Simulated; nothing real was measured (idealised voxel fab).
Documented hereafter: the process module known as voxel double patterning.
265 nm wide, 5 nm square cells: that's cross-section cut.
Format of a cross-section: grid, square cells. Given as bands. Order: top down. Band: one or more rows of cells.
Read a band's entry like this: the first values are the height of its top and the height of its bottom in nm, and what follows is the sequence of materials from left to right, each with its width in nm. Note that "air" is empty space, and that a single material marked "all across" reaches across the band from edge to edge.
Beneath 0, the wafer as received is one material, and that level is where height counting begins. The lowest band goes on downward without a bottom; it is written like "0 down".
Width "30->40": first value at the band's top row of cells, second value at its bottom row, equal change from row to row.
The cross-section has no changed cell in any step marked "all unchanged".
Empty spaces without an open route to the top, at least 8 cells in extent, make up the entry "Entrapped voids"; each is given as width x height at distance, where the distance is measured from the left edge, and all are in nm.
Whatever follows a step's settings on its line is a remark the simulator itself makes about that step.
On any step carrying a mask, the "overlay nm" setting, if present on the step's line, tells how far right of its planned place the mask lay; negative values point to the left.
[Intended process steps]
1) RECEIVE (material Si)
2) CONFORMAL_DEP (material SiO2; thk nm 10)
3) DIRECTIONAL_DEP (material polySi; thk nm 20)
4) DIRECTIONAL_DEP (material SiCN; thk nm 5)
5) DIRECTIONAL_DEP (material aC; thk nm 15)
6) PATTERN (tone open; mask id FIRST; material resist; width nm 15; pitch nm 50; thk nm 35; overlay nm 0)
7) DIRECTIONAL_ETCH (etch materials aC; depth nm 15)
8) STRIP (etch materials resist)
9) DIRECTIONAL_ETCH (etch materials SiCN; depth nm 5)
10) STRIP (etch materials aC)
11) PATTERN (tone open; mask id SECOND; material resist; width nm 15; thk nm 20; overlay nm 0)
12) DIRECTIONAL_ETCH (etch materials SiCN; depth nm 5)
13) STRIP (etch materials resist)
14) DIRECTIONAL_ETCH (etch materials polySi; depth nm 20)
15) STRIP (etch materials SiCN)
[Incoming wafer in cross-section (state: after step 1)]
> 0 down | Si all across
> Entrapped voids: none
[First wafer of two, sectioned at end of module; run went per plan]
> 30 to 10 | polySi (100)  air (15)  polySi (10)  air (15)  polySi (10)  air (15)  polySi (100)
> 10 to 0 | SiO2 all across
> 0 down | Si all across
> Entrapped voids: none
[This cross-section belongs to the second wafer of two at the end of the module; the start and the plan were shared with the first, and the run included one mistake]
> 30 to 10 | polySi (100)  air (15)  polySi (10)  air (20)  polySi (5)  air (15)  polySi (100)
> 10 to 0 | SiO2 all across
> 0 down | Si all across
> Entrapped voids: none
Nonconformance to the process plan: rather than as planned, step 11 actually ran as PATTERN (tone open; mask id SECOND; material resist; width nm 20; thk nm 20; overlay nm 0)
End of process, cell counts, second wafer against first, materials with more or fewer: polySi: 4 fewer
